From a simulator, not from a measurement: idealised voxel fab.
The process module that follows is named voxel tone inversion.
It is cross-section cut that appears here, measuring 165 nm in width, its square cells being 5 nm in size.
Cross-section spec: square-cell grid; bands listed top down; each band is one or more rows. Read a band's entry like this: the first values are the height of its top and the height of its bottom in nm, and what follows is the sequence of materials from left to right, each with its width in nm. Note that "blank" is empty space, and that a single material marked "throughout" reaches across the band from edge to edge. The level at which height equals 0 is the one under which the wafer, as it arrives, is entirely one material. No lower edge exists for the bottom band, which continues downward and is notated as in "0 down". Width spec "30->40" -> top row of cells at first value, bottom row at second value, equal per-row change in between. The designation "identical to before", where it is given for a processing step, indicates that no cell of the cross-section was altered in the course of that step. Closed-off voids of 8+ cells (no open route to the top) go in "Catalogued sealed voids", written width x height at distance from the left edge, in nm. Step line, after settings: the simulator's comment on this step. The line of a step may include "overlay nm". On a step with a mask, this value is how far to the right of its planned place the mask lay. A negative value means the mask lay to the left.

### Here's what the planned process steps look like
- 1: op RECEIVE | material Si
- 2: op CONFORMAL_DEP | material SiCN | thk nm 5
- 3: op DIRECTIONAL_DEP | material polySi | thk nm 15
- 4: op PATTERN | tone cover | mask id POSTS | material resist | width nm 15 | pitch nm 40 | thk nm 20 | overlay nm 0
- 5: op DIRECTIONAL_ETCH | etch materials polySi | depth nm 15
- 6: op STRIP | etch materials resist
- 7: op FILL_DEP | material SiO2 | thk nm 5
- 8: op CMP | height nm 20
- 9: op STRIP | etch materials polySi

### Cross-section: wafer on arrival = after step 1
    0 down = Si throughout
    Catalogued sealed voids: none

### Final cross-section, module run with one mistake (start and plan as above)
    20 to 0 = SiCN throughout
    0 down = Si throughout
    Catalogued sealed voids: none
Deviation from plan: step 3 deviated from plan and actually ran as op DIRECTIONAL_DEP | material SiCN | thk nm 15
